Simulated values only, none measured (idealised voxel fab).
The following is a process module called voxel self aligned vias.
It is cross-section cut that appears here, measuring 200 nm in width, its square cells being 5 nm in size.
For the purposes of this document, a cross-section shall be understood as a grid of square cells, specified as bands listed in top-to-bottom order, each band consisting of one or more rows of cells.
A band entry consists of two parts. The first gives the height of the band's top and the height of its bottom, in nm. The rest lists the band's materials from left to right, each with its width in nm. A single material labelled with the word "everywhere" fills the band from edge to edge, and the word "empty" marks empty space.
Zero point of the height axis is 0; under it, received wafer = one material. Lowest band: continues down indefinitely, "top 0, no bottom".
It should be noted that a width expressed as "30..40" varies in equal increments from row to row of cells within the band, taking the value of the first number at the top row and that of the second number at the bottom row.
Where a step carries "nothing got changed", the cross-section came out of it unchanged, cell for cell.
So "Closed voids list" is basically the list of trapped voids: any empty space of 8 cells or more that can't reach the top through an opening. They're written width x height at distance, the distance being from the left edge, and it's all nm.
after a step's settings: what the simulator itself notes on the step
overlay nm: step with mask; distance mask lay right of planned place; negative value = left of planned place.

Set out below are the planned steps of the process:
| 1 | RECEIVE | material Si |
| 2 | CONFORMAL_DEP | material SiO2 | thk nm 15 |
| 3 | CONFORMAL_DEP | material SiCN | thk nm 5 |
| 4 | DIRECTIONAL_DEP | material SiO2 | thk nm 20 |
| 5 | DIRECTIONAL_DEP | material aC | thk nm 10 |
| 6 | PATTERN | tone open | mask id LINES | material resist | width nm 20 | pitch nm 65 | thk nm 25 | overlay nm 0 |
| 7 | DIRECTIONAL_ETCH | etch materials aC | depth nm 10 |
| 8 | STRIP | etch materials resist |
| 9 | DIRECTIONAL_ETCH | etch materials SiO2 | depth nm 20 |
| 10 | STRIP | etch materials aC |
| 11 | CONFORMAL_DEP | material TiN | thk nm 5 |
| 12 | FILL_DEP | material Ru | thk nm 5 |
| 13 | CMP | height nm 40 |
| 14 | SELECTIVE_ETCH | etch materials W Ru TiN | depth nm 10 |
| 15 | FILL_DEP | material SiN | thk nm 5 |
| 16 | CMP | height nm 40 |
| 17 | DIRECTIONAL_DEP | material SiO2 | thk nm 20 |
| 18 | PATTERN | tone open | mask id VIAS | material resist | width nm 40 | pitch nm 65 | thk nm 20 | overlay nm 0 |
| 19 | DIRECTIONAL_ETCH | etch materials SiO2 | depth nm 20 |
| 20 | DIRECTIONAL_ETCH | etch materials SiN | depth nm 10 |
| 21 | STRIP | etch materials resist |
| 22 | CONFORMAL_DEP | material TiN | thk nm 5 |
| 23 | FILL_DEP | material W | thk nm 10 |
| 24 | CMP | height nm 60 |
| 25 | CONFORMAL_DEP | material SiN | thk nm 5 |

Wafer as received: cross-section following step 1:
> top 0, no bottom = Si everywhere
> Closed voids list: none

What the wafer looks like in cross-section after this module, when it starts as shown above and follows the plan above but one mistake is made in running it:
> top 65, bottom 60 = SiN everywhere
> top 60, bottom 45 = SiO2=45 / TiN=5 / W=30 / TiN=5 / SiO2=25 / TiN=5 / W=30 / TiN=5 / SiO2=50
> top 45, bottom 35 = SiO2=45..55 / TiN=15..5 / W=10 / TiN=15..5 / SiO2=25..45 / TiN=15..5 / W=10 / TiN=15..5 / SiO2=50..60
> top 35, bottom 30 = SiO2=55 / TiN=20 / SiO2=45 / TiN=20 / SiO2=60
> top 30, bottom 25 = SiO2=55 / TiN=5 / Ru=10 / TiN=5 / SiO2=45 / TiN=5 / Ru=10 / TiN=5 / SiO2=60
> top 25, bottom 20 = SiO2=55 / TiN=20 / SiO2=45 / TiN=20 / SiO2=60
> top 20, bottom 5 = SiO2 everywhere
> top 5, bottom 0 = SiCN everywhere
> top 0, no bottom = Si everywhere
> Closed voids list: none
what went wrong: a sequencing error occurred in which plan steps 2 and 3 were transposed
